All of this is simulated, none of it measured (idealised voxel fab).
process module | voxel self aligned contacts
cross-section cut | 260 nm wide | cells 5 nm
A cross-section is a grid of square cells, given in bands from the top down. A band is one or more rows of cells.
Each band's line starts with the height of the band's top and of its bottom, in nm. Then come its materials from left to right, each with its width in nm. One material with "throughout" fills the band from edge to edge. "air" is empty space.
Height 0 is the level under which the wafer as received is all one material. The lowest band goes on downwards, as in "0 down".
A width such as "30 to 40" changes by the same amount from each row of cells to the next, from the band's top row to its bottom row.
"no change" after a step means that no cell of the cross-section changed.
closed voids: empty space of 8 cells or more with no open way to the top, each as width x height at its distance from the left edge, in nm
after a step's settings: what the simulator itself notes on the step
overlay nm, on a step with a mask: how far to the right of its planned place the mask lay; to the left if negative
Each pair below shows a cross-section before one step and the cross-section after it, down to the lowest band that changed. The line under each pair gives the step between them, with its settings. The pairs can come from different runs of this module on the same starting wafer, so a pair continues from the pair above only where its "before" says so.
before
  0 down: Si throughout
  closed voids: none
after
  0 to -5: SiO2 throughout
  below -5: unchanged
  closed voids: none
the step between: op OXIDIZE | depth nm 5
before: the cross-section after the pair above
after
  30 to 0: polySi throughout
  below 0: unchanged
  closed voids: none
the step between: op DIRECTIONAL_DEP | material polySi | thk nm 30
before: the cross-section after the pair above
after
  55 to 30: SiN throughout
  below 30: unchanged
  closed voids: none
the step between: op DIRECTIONAL_DEP | material SiN | thk nm 25
before: the cross-section after the pair above
after
  70 to 55: air 45 | resist 25 | air 45 | resist 25 | air 45 | resist 25 | air 50
  below 55: unchanged
  closed voids: none
the step between: op PATTERN | tone cover | mask id GATE | material resist | width nm 25 | pitch nm 70 | thk nm 15 | overlay nm 0
before: the cross-section after the pair above
after
  70 to 55: air 45 | resist 25 | air 45 | resist 25 | air 45 | resist 25 | air 50
  55 to 30: air 45 | SiN 25 | air 45 | SiN 25 | air 45 | SiN 25 | air 50
  below 30: unchanged
  closed voids: none
the step between: op DIRECTIONAL_ETCH | etch materials SiN | depth nm 25
before: the cross-section after the pair above
after
  70 to 55: air 45 | resist 25 | air 45 | resist 25 | air 45 | resist 25 | air 50
  55 to 30: air 45 | SiN 25 | air 45 | SiN 25 | air 45 | SiN 25 | air 50
  30 to 0: air 45 | polySi 25 | air 45 | polySi 25 | air 45 | polySi 25 | air 50
  below 0: unchanged
  closed voids: none
the step between: op DIRECTIONAL_ETCH | etch materials polySi | depth nm 30
before: the cross-section after the pair above
after
  55 to 30: air 45 | SiN 25 | air 45 | SiN 25 | air 45 | SiN 25 | air 50
  below 30: unchanged
  closed voids: none
the step between: op STRIP | etch materials resist
before: the cross-section after the pair above
after
  65 to 30: air 35 | SiN 45 | air 25 | SiN 45 | air 25 | SiN 45 | air 40
  30 to 10: air 35 | SiN 10 | polySi 25 | SiN 10 | air 25 | SiN 10 | polySi 25 | SiN 10 | air 25 | SiN 10 | polySi 25 | SiN 10 | air 40
  10 to 0: SiN 45 | polySi 25 | SiN 45 | polySi 25 | SiN 45 | polySi 25 | SiN 50
  below 0: unchanged
  closed voids: none
the step between: op CONFORMAL_DEP | material SiN | thk nm 10
before: the cross-section after the pair above
after
  55 to 30: air 35 | SiN 45 | air 25 | SiN 45 | air 25 | SiN 45 | air 40
  30 to 0: air 35 | SiN 10 | polySi 25 | SiN 10 | air 25 | SiN 10 | polySi 25 | SiN 10 | air 25 | SiN 10 | polySi 25 | SiN 10 | air 40
  below 0: unchanged
  closed voids: none
the step between: op DIRECTIONAL_ETCH | etch materials SiN | depth nm 10
before: the cross-section after the pair above
after
  70 to 55: SiO2 throughout
  55 to 30: SiO2 35 | SiN 45 | SiO2 25 | SiN 45 | SiO2 25 | SiN 45 | SiO2 40
  30 to 0: SiO2 35 | SiN 10 | polySi 25 | SiN 10 | SiO2 25 | SiN 10 | polySi 25 | SiN 10 | SiO2 25 | SiN 10 | polySi 25 | SiN 10 | SiO2 40
  below 0: unchanged
  closed voids: none
the step between: op FILL_DEP | material SiO2 | thk nm 15
before: the cross-section after the pair above
after
  65 to 55: SiO2 throughout
  below 55: unchanged
  closed voids: none
the step between: op CMP | height nm 65
before: the cross-section after the pair above
after
  65 to 55: SiO2 65 | air 55 | SiO2 15 | air 55 | SiO2 70
  55 to 30: SiO2 35 | SiN 45 | air 25 | SiN 45 | air 25 | SiN 45 | SiO2 40
  30 to 0: SiO2 35 | SiN 10 | polySi 25 | SiN 10 | air 25 | SiN 10 | polySi 25 | SiN 10 | air 25 | SiN 10 | polySi 25 | SiN 10 | SiO2 40
  0 to -5: SiO2 80 | air 25 | SiO2 45 | air 25 | SiO2 85
  below -5: unchanged
  closed voids: none
the step between: op MASKED_ETCH | tone open | mask id CONTACT | width nm 55 | pitch nm 70 | etch materials SiO2 | depth nm 70 | overlay nm 0
before: the cross-section after the pair above
after
  70 to 65: TiN 70 | air 45 | TiN 25 | air 45 | TiN 75
  65 to 55: SiO2 65 | TiN 5 to 20 | air 45 to 15 | TiN 5 to 20 | SiO2 15 | TiN 5 to 20 | air 45 to 15 | TiN 5 to 20 | SiO2 70
  55 to 30: SiO2 35 | SiN 45 | TiN 5 | air 15 | TiN 5 | SiN 45 | TiN 5 | air 15 | TiN 5 | SiN 45 | SiO2 40
  30 to 0: SiO2 35 | SiN 10 | polySi 25 | SiN 10 | TiN 5 | air 15 | TiN 5 | SiN 10 | polySi 25 | SiN 10 | TiN 5 | air 15 | TiN 5 | SiN 10 | polySi 25 | SiN 10 | SiO2 40
  0 to -5: SiO2 80 | TiN 25 | SiO2 45 | TiN 25 | SiO2 85
  below -5: unchanged
  closed voids: none
the step between: op CONFORMAL_DEP | material TiN | thk nm 5
before: the cross-section after the pair above
after
  80 to 70: W throughout
  70 to 65: TiN 70 | W 45 | TiN 25 | W 45 | TiN 75
  65 to 55: SiO2 65 | TiN 5 to 20 | W 45 to 15 | TiN 5 to 20 | SiO2 15 | TiN 5 to 20 | W 45 to 15 | TiN 5 to 20 | SiO2 70
  55 to 30: SiO2 35 | SiN 45 | TiN 5 | W 15 | TiN 5 | SiN 45 | TiN 5 | W 15 | TiN 5 | SiN 45 | SiO2 40
  30 to 0: SiO2 35 | SiN 10 | polySi 25 | SiN 10 | TiN 5 | W 15 | TiN 5 | SiN 10 | polySi 25 | SiN 10 | TiN 5 | W 15 | TiN 5 | SiN 10 | polySi 25 | SiN 10 | SiO2 40
  below 0: unchanged
  closed voids: none
the step between: op FILL_DEP | material W | thk nm 10
before: the cross-section after the pair above
after
  65 to 55: SiO2 65 | TiN 5 to 20 | W 45 to 15 | TiN 5 to 20 | SiO2 15 | TiN 5 to 20 | W 45 to 15 | TiN 5 to 20 | SiO2 70
  below 55: unchanged
  closed voids: none
the step between: op CMP | height nm 65
before: the cross-section after the pair above
after
  70 to 65: SiN throughout
  below 65: unchanged
  closed voids: none
the step between: op CONFORMAL_DEP | material SiN | thk nm 5
before
  80 to 70: W throughout
  70 to 65: TiN 70 | W 45 | TiN 25 | W 45 | TiN 75
  65 to 55: SiO2 65 | TiN 5 to 20 | W 45 to 15 | TiN 5 to 20 | SiO2 15 | TiN 5 to 20 | W 45 to 15 | TiN 5 to 20 | SiO2 70
  55 to 30: SiO2 35 | SiN 45 | TiN 5 | W 15 | TiN 5 | SiN 45 | TiN 5 | W 15 | TiN 5 | SiN 45 | SiO2 40
  30 to 0: SiO2 35 | SiN 10 | polySi 25 | SiN 10 | TiN 5 | W 15 | TiN 5 | SiN 10 | polySi 25 | SiN 10 | TiN 5 | W 15 | TiN 5 | SiN 10 | polySi 25 | SiN 10 | SiO2 40
  0 to -5: SiO2 80 | TiN 25 | SiO2 45 | TiN 25 | SiO2 85
  -5 down: Si throughout
  closed voids: none
after
  85 to 80: SiN throughout
  below 80: unchanged
  closed voids: none
the step between: op CONFORMAL_DEP | material SiN | thk nm 5
before
  30 to 0: polySi throughout
  0 to -5: SiO2 throughout
  -5 down: Si throughout
  closed voids: none
after
  60 to 0: polySi throughout
  below 0: unchanged
  closed voids: none
the step between: op DIRECTIONAL_DEP | material polySi | thk nm 30
before: the cross-section after the pair above
after
  85 to 60: SiN throughout
  below 60: unchanged
  closed voids: none
the step between: op DIRECTIONAL_DEP | material SiN | thk nm 25
before: the cross-section after the pair above
after
  100 to 85: air 45 | resist 25 | air 45 | resist 25 | air 45 | resist 25 | air 50
  below 85: unchanged
  closed voids: none
the step between: op PATTERN | tone cover | mask id GATE | material resist | width nm 25 | pitch nm 70 | thk nm 15 | overlay nm 0
before: the cross-section after the pair above
after
  100 to 85: air 45 | resist 25 | air 45 | resist 25 | air 45 | resist 25 | air 50
  85 to 60: air 45 | SiN 25 | air 45 | SiN 25 | air 45 | SiN 25 | air 50
  below 60: unchanged
  closed voids: none
the step between: op DIRECTIONAL_ETCH | etch materials SiN | depth nm 25
before: the cross-section after the pair above
after
  100 to 85: air 45 | resist 25 | air 45 | resist 25 | air 45 | resist 25 | air 50
  85 to 60: air 45 | SiN 25 | air 45 | SiN 25 | air 45 | SiN 25 | air 50
  60 to 30: air 45 | polySi 25 | air 45 | polySi 25 | air 45 | polySi 25 | air 50
  below 30: unchanged
  closed voids: none
the step between: op DIRECTIONAL_ETCH | etch materials polySi | depth nm 30
before: the cross-section after the pair above
after
  85 to 60: air 45 | SiN 25 | air 45 | SiN 25 | air 45 | SiN 25 | air 50
  below 60: unchanged
  closed voids: none
the step between: op STRIP | etch materials resist
before: the cross-section after the pair above
after
  95 to 60: air 35 | SiN 45 | air 25 | SiN 45 | air 25 | SiN 45 | air 40
  60 to 40: air 35 | SiN 10 | polySi 25 | SiN 10 | air 25 | SiN 10 | polySi 25 | SiN 10 | air 25 | SiN 10 | polySi 25 | SiN 10 | air 40
  40 to 30: SiN 45 | polySi 25 | SiN 45 | polySi 25 | SiN 45 | polySi 25 | SiN 50
  below 30: unchanged
  closed voids: none
the step between: op CONFORMAL_DEP | material SiN | thk nm 10
before: the cross-section after the pair above
after
  85 to 60: air 35 | SiN 45 | air 25 | SiN 45 | air 25 | SiN 45 | air 40
  60 to 30: air 35 | SiN 10 | polySi 25 | SiN 10 | air 25 | SiN 10 | polySi 25 | SiN 10 | air 25 | SiN 10 | polySi 25 | SiN 10 | air 40
  below 30: unchanged
  closed voids: none
the step between: op DIRECTIONAL_ETCH | etch materials SiN | depth nm 10
before: the cross-section after the pair above
after
  100 to 85: SiO2 throughout
  85 to 60: SiO2 35 | SiN 45 | SiO2 25 | SiN 45 | SiO2 25 | SiN 45 | SiO2 40
  60 to 30: SiO2 35 | SiN 10 | polySi 25 | SiN 10 | SiO2 25 | SiN 10 | polySi 25 | SiN 10 | SiO2 25 | SiN 10 | polySi 25 | SiN 10 | SiO2 40
  below 30: unchanged
  closed voids: none
the step between: op FILL_DEP | material SiO2 | thk nm 15
before: the cross-section after the pair above
after
  65 to 60: SiO2 35 | SiN 45 | SiO2 25 | SiN 45 | SiO2 25 | SiN 45 | SiO2 40
  below 60: unchanged
  closed voids: none
the step between: op CMP | height nm 65
before: the cross-section after the pair above
after
  65 to 60: SiO2 35 | SiN 45 | air 25 | SiN 45 | air 25 | SiN 45 | SiO2 40
  60 to 30: SiO2 35 | SiN 10 | polySi 25 | SiN 10 | air 25 | SiN 10 | polySi 25 | SiN 10 | air 25 | SiN 10 | polySi 25 | SiN 10 | SiO2 40
  below 30: unchanged
  closed voids: none
the step between: op MASKED_ETCH | tone open | mask id CONTACT | width nm 55 | pitch nm 70 | etch materials SiO2 | depth nm 70 | overlay nm 0
before: the cross-section after the pair above
after
  70 to 65: TiN 85 | air 15 | TiN 55 | air 15 | TiN 90
  65 to 60: SiO2 35 | SiN 45 | TiN 5 | air 15 | TiN 5 | SiN 45 | TiN 5 | air 15 | TiN 5 | SiN 45 | SiO2 40
  60 to 35: SiO2 35 | SiN 10 | polySi 25 | SiN 10 | TiN 5 | air 15 | TiN 5 | SiN 10 | polySi 25 | SiN 10 | TiN 5 | air 15 | TiN 5 | SiN 10 | polySi 25 | SiN 10 | SiO2 40
  35 to 30: SiO2 35 | SiN 10 | polySi 25 | SiN 10 | TiN 25 | SiN 10 | polySi 25 | SiN 10 | TiN 25 | SiN 10 | polySi 25 | SiN 10 | SiO2 40
  below 30: unchanged
  closed voids: none
the step between: op CONFORMAL_DEP | material TiN | thk nm 5
before: the cross-section after the pair above
after
  80 to 70: W throughout
  70 to 65: TiN 85 | W 15 | TiN 55 | W 15 | TiN 90
  65 to 60: SiO2 35 | SiN 45 | TiN 5 | W 15 | TiN 5 | SiN 45 | TiN 5 | W 15 | TiN 5 | SiN 45 | SiO2 40
  60 to 35: SiO2 35 | SiN 10 | polySi 25 | SiN 10 | TiN 5 | W 15 | TiN 5 | SiN 10 | polySi 25 | SiN 10 | TiN 5 | W 15 | TiN 5 | SiN 10 | polySi 25 | SiN 10 | SiO2 40
  below 35: unchanged
  closed voids: none
the step between: op FILL_DEP | material W | thk nm 10
before: the cross-section after the pair above
after
  65 to 60: SiO2 35 | SiN 45 | TiN 5 | W 15 | TiN 5 | SiN 45 | TiN 5 | W 15 | TiN 5 | SiN 45 | SiO2 40
  below 60: unchanged
  closed voids: none
the step between: op CMP | height nm 65
before: the cross-section after the pair above
after
  70 to 65: SiN throughout
  below 65: unchanged
  closed voids: none
the step between: op CONFORMAL_DEP | material SiN | thk nm 5
before
  55 to 30: air 45 | SiN 25 | air 45 | SiN 25 | air 45 | SiN 25 | air 50
  30 to 0: air 45 | polySi 25 | air 45 | polySi 25 | air 45 | polySi 25 | air 50
  0 to -5: SiO2 throughout
  -5 down: Si throughout
  closed voids: none
after
  45 to 30: air 45 | SiN 25 | air 45 | SiN 25 | air 45 | SiN 25 | air 50
  below 30: unchanged
  closed voids: none
the step between: op DIRECTIONAL_ETCH | etch materials SiN | depth nm 10
before: the cross-section after the pair above
after
  55 to 30: air 35 | SiN 45 | air 25 | SiN 45 | air 25 | SiN 45 | air 40
  30 to 10: air 35 | SiN 10 | polySi 25 | SiN 10 | air 25 | SiN 10 | polySi 25 | SiN 10 | air 25 | SiN 10 | polySi 25 | SiN 10 | air 40
  10 to 0: SiN 45 | polySi 25 | SiN 45 | polySi 25 | SiN 45 | polySi 25 | SiN 50
  below 0: unchanged
  closed voids: none
the step between: op CONFORMAL_DEP | material SiN | thk nm 10
before: the cross-section after the pair above
after
  70 to 55: SiO2 throughout
  55 to 30: SiO2 35 | SiN 45 | SiO2 25 | SiN 45 | SiO2 25 | SiN 45 | SiO2 40
  30 to 10: SiO2 35 | SiN 10 | polySi 25 | SiN 10 | SiO2 25 | SiN 10 | polySi 25 | SiN 10 | SiO2 25 | SiN 10 | polySi 25 | SiN 10 | SiO2 40
  below 10: unchanged
  closed voids: none
the step between: op FILL_DEP | material SiO2 | thk nm 15
before: the cross-section after the pair above
after
  65 to 55: SiO2 throughout
  below 55: unchanged
  closed voids: none
the step between: op CMP | height nm 65
before: the cross-section after the pair above
after
  65 to 55: SiO2 65 | air 55 | SiO2 15 | air 55 | SiO2 70
  55 to 30: SiO2 35 | SiN 45 | air 25 | SiN 45 | air 25 | SiN 45 | SiO2 40
  30 to 10: SiO2 35 | SiN 10 | polySi 25 | SiN 10 | air 25 | SiN 10 | polySi 25 | SiN 10 | air 25 | SiN 10 | polySi 25 | SiN 10 | SiO2 40
  below 10: unchanged
  closed voids: none
the step between: op MASKED_ETCH | tone open | mask id CONTACT | width nm 55 | pitch nm 70 | etch materials SiO2 | depth nm 70 | overlay nm 0
before: the cross-section after the pair above
after
  70 to 65: TiN 70 | air 45 | TiN 25 | air 45 | TiN 75
  65 to 55: SiO2 65 | TiN 5 to 20 | air 45 to 15 | TiN 5 to 20 | SiO2 15 | TiN 5 to 20 | air 45 to 15 | TiN 5 to 20 | SiO2 70
  55 to 30: SiO2 35 | SiN 45 | TiN 5 | air 15 | TiN 5 | SiN 45 | TiN 5 | air 15 | TiN 5 | SiN 45 | SiO2 40
  30 to 15: SiO2 35 | SiN 10 | polySi 25 | SiN 10 | TiN 5 | air 15 | TiN 5 | SiN 10 | polySi 25 | SiN 10 | TiN 5 | air 15 | TiN 5 | SiN 10 | polySi 25 | SiN 10 | SiO2 40
  15 to 10: SiO2 35 | SiN 10 | polySi 25 | SiN 10 | TiN 25 | SiN 10 | polySi 25 | SiN 10 | TiN 25 | SiN 10 | polySi 25 | SiN 10 | SiO2 40
  below 10: unchanged
  closed voids: none
the step between: op CONFORMAL_DEP | material TiN | thk nm 5
before: the cross-section after the pair above
after
  80 to 70: W throughout
  70 to 65: TiN 70 | W 45 | TiN 25 | W 45 | TiN 75
  65 to 55: SiO2 65 | TiN 5 to 20 | W 45 to 15 | TiN 5 to 20 | SiO2 15 | TiN 5 to 20 | W 45 to 15 | TiN 5 to 20 | SiO2 70
  55 to 30: SiO2 35 | SiN 45 | TiN 5 | W 15 | TiN 5 | SiN 45 | TiN 5 | W 15 | TiN 5 | SiN 45 | SiO2 40
  30 to 15: SiO2 35 | SiN 10 | polySi 25 | SiN 10 | TiN 5 | W 15 | TiN 5 | SiN 10 | polySi 25 | SiN 10 | TiN 5 | W 15 | TiN 5 | SiN 10 | polySi 25 | SiN 10 | SiO2 40
  below 15: unchanged
  closed voids: none
the step between: op FILL_DEP | material W | thk nm 10
before: the cross-section after the pair above
after
  65 to 55: SiO2 65 | TiN 5 to 20 | W 45 to 15 | TiN 5 to 20 | SiO2 15 | TiN 5 to 20 | W 45 to 15 | TiN 5 to 20 | SiO2 70
  below 55: unchanged
  closed voids: none
the step between: op CMP | height nm 65
before: the cross-section after the pair above
after
  70 to 65: SiN throughout
  below 65: unchanged
  closed voids: none
the step between: op CONFORMAL_DEP | material SiN | thk nm 5
before
  30 to 0: polySi throughout
  0 to -5: SiO2 throughout
  -5 down: Si throughout
  closed voids: none
after
  60 to 30: SiN throughout
  below 30: unchanged
  closed voids: none
the step between: op DIRECTIONAL_DEP | material SiN | thk nm 30
before: the cross-section after the pair above
after
  75 to 60: air 45 | resist 25 | air 45 | resist 25 | air 45 | resist 25 | air 50
  below 60: unchanged
  closed voids: none
the step between: op PATTERN | tone cover | mask id GATE | material resist | width nm 25 | pitch nm 70 | thk nm 15 | overlay nm 0
before: the cross-section after the pair above
after
  75 to 60: air 45 | resist 25 | air 45 | resist 25 | air 45 | resist 25 | air 50
  60 to 35: air 45 | SiN 25 | air 45 | SiN 25 | air 45 | SiN 25 | air 50
  below 35: unchanged
  closed voids: none
the step between: op DIRECTIONAL_ETCH | etch materials SiN | depth nm 25
before: the cross-section after the pair above
after
  60 to 35: air 45 | SiN 25 | air 45 | SiN 25 | air 45 | SiN 25 | air 50
  below 35: unchanged
  closed voids: none
the step between: op STRIP | etch materials resist
before: the cross-section after the pair above
after
  70 to 45: air 35 | SiN 45 | air 25 | SiN 45 | air 25 | SiN 45 | air 40
  45 to 30: SiN throughout
  below 30: unchanged
  closed voids: none
the step between: op CONFORMAL_DEP | material SiN | thk nm 10
before: the cross-section after the pair above
after
  60 to 35: air 35 | SiN 45 | air 25 | SiN 45 | air 25 | SiN 45 | air 40
  below 35: unchanged
  closed voids: none
the step between: op DIRECTIONAL_ETCH | etch materials SiN | depth nm 10
before: the cross-section after the pair above
after
  75 to 60: SiO2 throughout
  60 to 35: SiO2 35 | SiN 45 | SiO2 25 | SiN 45 | SiO2 25 | SiN 45 | SiO2 40
  below 35: unchanged
  closed voids: none
the step between: op FILL_DEP | material SiO2 | thk nm 15
before: the cross-section after the pair above
after
  65 to 60: SiO2 throughout
  below 60: unchanged
  closed voids: none
the step between: op CMP | height nm 65
before: the cross-section after the pair above
after
  65 to 60: SiO2 65 | air 55 | SiO2 15 | air 55 | SiO2 70
  60 to 35: SiO2 35 | SiN 45 | air 25 | SiN 45 | air 25 | SiN 45 | SiO2 40
  below 35: unchanged
  closed voids: none
the step between: op MASKED_ETCH | tone open | mask id CONTACT | width nm 55 | pitch nm 70 | etch materials SiO2 | depth nm 70 | overlay nm 0
before: the cross-section after the pair above
after
  70 to 65: TiN 70 | air 45 | TiN 25 | air 45 | TiN 75
  65 to 60: SiO2 65 | TiN 20 | air 15 | TiN 20 | SiO2 15 | TiN 20 | air 15 | TiN 20 | SiO2 70
  60 to 40: SiO2 35 | SiN 45 | TiN 5 | air 15 | TiN 5 | SiN 45 | TiN 5 | air 15 | TiN 5 | SiN 45 | SiO2 40
  40 to 35: SiO2 35 | SiN 45 | TiN 25 | SiN 45 | TiN 25 | SiN 45 | SiO2 40
  below 35: unchanged
  closed voids: none
the step between: op CONFORMAL_DEP | material TiN | thk nm 5
before: the cross-section after the pair above
after
  80 to 70: W throughout
  70 to 65: TiN 70 | W 45 | TiN 25 | W 45 | TiN 75
  65 to 60: SiO2 65 | TiN 20 | W 15 | TiN 20 | SiO2 15 | TiN 20 | W 15 | TiN 20 | SiO2 70
  60 to 40: SiO2 35 | SiN 45 | TiN 5 | W 15 | TiN 5 | SiN 45 | TiN 5 | W 15 | TiN 5 | SiN 45 | SiO2 40
  below 40: unchanged
  closed voids: none
the step between: op FILL_DEP | material W | thk nm 10
before: the cross-section after the pair above
after
  65 to 60: SiO2 65 | TiN 20 | W 15 | TiN 20 | SiO2 15 | TiN 20 | W 15 | TiN 20 | SiO2 70
  below 60: unchanged
  closed voids: none
the step between: op CMP | height nm 65
before: the cross-section after the pair above
after
  70 to 65: SiN throughout
  below 65: unchanged
  closed voids: none
the step between: op CONFORMAL_DEP | material SiN | thk nm 5
before
  55 to 30: SiN throughout
  30 to 0: polySi throughout
  0 to -5: SiO2 throughout
  -5 down: Si throughout
  closed voids: none
after
  70 to 55: air 40 | resist 35 | air 35 | resist 35 | air 35 | resist 35 | air 45
  below 55: unchanged
  closed voids: none
the step between: op PATTERN | tone cover | mask id GATE | material resist | width nm 35 | pitch nm 70 | thk nm 15 | overlay nm 0
before: the cross-section after the pair above
after
  70 to 55: air 40 | resist 35 | air 35 | resist 35 | air 35 | resist 35 | air 45
  55 to 30: air 40 | SiN 35 | air 35 | SiN 35 | air 35 | SiN 35 | air 45
  below 30: unchanged
  closed voids: none
the step between: op DIRECTIONAL_ETCH | etch materials SiN | depth nm 25
before: the cross-section after the pair above
after
  70 to 55: air 40 | resist 35 | air 35 | resist 35 | air 35 | resist 35 | air 45
  55 to 30: air 40 | SiN 35 | air 35 | SiN 35 | air 35 | SiN 35 | air 45
  30 to 0: air 40 | polySi 35 | air 35 | polySi 35 | air 35 | polySi 35 | air 45
  below 0: unchanged
  closed voids: none
the step between: op DIRECTIONAL_ETCH | etch materials polySi | depth nm 30
before: the cross-section after the pair above
after
  55 to 30: air 40 | SiN 35 | air 35 | SiN 35 | air 35 | SiN 35 | air 45
  below 30: unchanged
  closed voids: none
the step between: op STRIP | etch materials resist
before: the cross-section after the pair above
after
  65 to 30: air 30 | SiN 55 | air 15 | SiN 55 | air 15 | SiN 55 | air 35
  30 to 10: air 30 | SiN 10 | polySi 35 | SiN 10 | air 15 | SiN 10 | polySi 35 | SiN 10 | air 15 | SiN 10 | polySi 35 | SiN 10 | air 35
  10 to 0: SiN 40 | polySi 35 | SiN 35 | polySi 35 | SiN 35 | polySi 35 | SiN 45
  below 0: unchanged
  closed voids: none
the step between: op CONFORMAL_DEP | material SiN | thk nm 10
before: the cross-section after the pair above
after
  55 to 30: air 30 | SiN 55 | air 15 | SiN 55 | air 15 | SiN 55 | air 35
  30 to 0: air 30 | SiN 10 | polySi 35 | SiN 10 | air 15 | SiN 10 | polySi 35 | SiN 10 | air 15 | SiN 10 | polySi 35 | SiN 10 | air 35
  below 0: unchanged
  closed voids: none
the step between: op DIRECTIONAL_ETCH | etch materials SiN | depth nm 10
before: the cross-section after the pair above
after
  70 to 55: SiO2 throughout
  55 to 30: SiO2 30 | SiN 55 | SiO2 15 | SiN 55 | SiO2 15 | SiN 55 | SiO2 35
  30 to 0: SiO2 30 | SiN 10 | polySi 35 | SiN 10 | SiO2 15 | SiN 10 | polySi 35 | SiN 10 | SiO2 15 | SiN 10 | polySi 35 | SiN 10 | SiO2 35
  below 0: unchanged
  closed voids: none
the step between: op FILL_DEP | material SiO2 | thk nm 15
before: the cross-section after the pair above
after
  65 to 55: SiO2 throughout
  below 55: unchanged
  closed voids: none
the step between: op CMP | height nm 65
before: the cross-section after the pair above
after
  65 to 55: SiO2 65 | air 55 | SiO2 15 | air 55 | SiO2 70
  55 to 30: SiO2 30 | SiN 55 | air 15 | SiN 55 | air 15 | SiN 55 | SiO2 35
  30 to 0: SiO2 30 | SiN 10 | polySi 35 | SiN 10 | air 15 | SiN 10 | polySi 35 | SiN 10 | air 15 | SiN 10 | polySi 35 | SiN 10 | SiO2 35
  0 to -5: SiO2 85 | air 15 | SiO2 55 | air 15 | SiO2 90
  below -5: unchanged
  closed voids: none
the step between: op MASKED_ETCH | tone open | mask id CONTACT | width nm 55 | pitch nm 70 | etch materials SiO2 | depth nm 70 | overlay nm 0
before: the cross-section after the pair above
after
  70 to 65: TiN 70 | air 45 | TiN 25 | air 45 | TiN 75
  65 to 55: SiO2 65 | TiN 5 to 25 | air 45 to 5 | TiN 5 to 25 | SiO2 15 | TiN 5 to 25 | air 45 to 5 | TiN 5 to 25 | SiO2 70
  55 to 30: SiO2 30 | SiN 55 | TiN 5 | air 5 | TiN 5 | SiN 55 | TiN 5 | air 5 | TiN 5 | SiN 55 | SiO2 35
  30 to 0: SiO2 30 | SiN 10 | polySi 35 | SiN 10 | TiN 5 | air 5 | TiN 5 | SiN 10 | polySi 35 | SiN 10 | TiN 5 | air 5 | TiN 5 | SiN 10 | polySi 35 | SiN 10 | SiO2 35
  0 to -5: SiO2 85 | TiN 15 | SiO2 55 | TiN 15 | SiO2 90
  below -5: unchanged
  closed voids: none
the step between: op CONFORMAL_DEP | material TiN | thk nm 5
before: the cross-section after the pair above
after
  80 to 70: W throughout
  70 to 65: TiN 70 | W 45 | TiN 25 | W 45 | TiN 75
  65 to 55: SiO2 65 | TiN 5 to 25 | W 45 to 5 | TiN 5 to 25 | SiO2 15 | TiN 5 to 25 | W 45 to 5 | TiN 5 to 25 | SiO2 70
  55 to 30: SiO2 30 | SiN 55 | TiN 5 | W 5 | TiN 5 | SiN 55 | TiN 5 | W 5 | TiN 5 | SiN 55 | SiO2 35
  30 to 0: SiO2 30 | SiN 10 | polySi 35 | SiN 10 | TiN 5 | W 5 | TiN 5 | SiN 10 | polySi 35 | SiN 10 | TiN 5 | W 5 | TiN 5 | SiN 10 | polySi 35 | SiN 10 | SiO2 35
  below 0: unchanged
  closed voids: none
the step between: op FILL_DEP | material W | thk nm 10
before: the cross-section after the pair above
after
  65 to 55: SiO2 65 | TiN 5 to 25 | W 45 to 5 | TiN 5 to 25 | SiO2 15 | TiN 5 to 25 | W 45 to 5 | TiN 5 to 25 | SiO2 70
  below 55: unchanged
  closed voids: none
the step between: op CMP | height nm 65
before: the cross-section after the pair above
after
  70 to 65: SiN throughout
  below 65: unchanged
  closed voids: none
the step between: op CONFORMAL_DEP | material SiN | thk nm 5
before
  65 to 55: SiO2 throughout
  55 to 30: SiO2 35 | SiN 45 | SiO2 25 | SiN 45 | SiO2 25 | SiN 45 | SiO2 40
  30 to 0: SiO2 35 | SiN 10 | polySi 25 | SiN 10 | SiO2 25 | SiN 10 | polySi 25 | SiN 10 | SiO2 25 | SiN 10 | polySi 25 | SiN 10 | SiO2 40
  0 to -5: SiO2 throughout
  -5 down: Si throughout
  closed voids: none
after
  65 to 55: SiO2 55 | air 55 | SiO2 15 | air 55 | SiO2 80
  55 to 30: SiO2 35 | SiN 45 | air 25 | SiN 45 | air 25 | SiN 45 | SiO2 40
  30 to 0: SiO2 35 | SiN 10 | polySi 25 | SiN 10 | air 25 | SiN 10 | polySi 25 | SiN 10 | air 25 | SiN 10 | polySi 25 | SiN 10 | SiO2 40
  0 to -5: SiO2 80 | air 25 | SiO2 45 | air 25 | SiO2 85
  below -5: unchanged
  closed voids: none
the step between: op MASKED_ETCH | tone open | mask id CONTACT | width nm 55 | pitch nm 70 | etch materials SiO2 | depth nm 70 | overlay nm -10
before: the cross-section after the pair above
after
  70 to 65: TiN 60 | air 45 | TiN 25 | air 45 | TiN 85
  65 to 55: SiO2 55 | TiN 5 to 30 | air 45 to 15 | TiN 5 to 10 | SiO2 15 | TiN 5 to 30 | air 45 to 15 | TiN 5 to 10 | SiO2 80
  55 to 30: SiO2 35 | SiN 45 | TiN 5 | air 15 | TiN 5 | SiN 45 | TiN 5 | air 15 | TiN 5 | SiN 45 | SiO2 40
  30 to 0: SiO2 35 | SiN 10 | polySi 25 | SiN 10 | TiN 5 | air 15 | TiN 5 | SiN 10 | polySi 25 | SiN 10 | TiN 5 | air 15 | TiN 5 | SiN 10 | polySi 25 | SiN 10 | SiO2 40
  0 to -5: SiO2 80 | TiN 25 | SiO2 45 | TiN 25 | SiO2 85
  below -5: unchanged
  closed voids: none
the step between: op CONFORMAL_DEP | material TiN | thk nm 5
before: the cross-section after the pair above
after
  80 to 70: W throughout
  70 to 65: TiN 60 | W 45 | TiN 25 | W 45 | TiN 85
  65 to 55: SiO2 55 | TiN 5 to 30 | W 45 to 15 | TiN 5 to 10 | SiO2 15 | TiN 5 to 30 | W 45 to 15 | TiN 5 to 10 | SiO2 80
  55 to 30: SiO2 35 | SiN 45 | TiN 5 | W 15 | TiN 5 | SiN 45 | TiN 5 | W 15 | TiN 5 | SiN 45 | SiO2 40
  30 to 0: SiO2 35 | SiN 10 | polySi 25 | SiN 10 | TiN 5 | W 15 | TiN 5 | SiN 10 | polySi 25 | SiN 10 | TiN 5 | W 15 | TiN 5 | SiN 10 | polySi 25 | SiN 10 | SiO2 40
  below 0: unchanged
  closed voids: none
the step between: op FILL_DEP | material W | thk nm 10
before: the cross-section after the pair above
after
  65 to 55: SiO2 55 | TiN 5 to 30 | W 45 to 15 | TiN 5 to 10 | SiO2 15 | TiN 5 to 30 | W 45 to 15 | TiN 5 to 10 | SiO2 80
  below 55: unchanged
  closed voids: none
the step between: op CMP | height nm 65
before: the cross-section after the pair above
after
  70 to 65: SiN throughout
  below 65: unchanged
  closed voids: none
the step between: op CONFORMAL_DEP | material SiN | thk nm 5
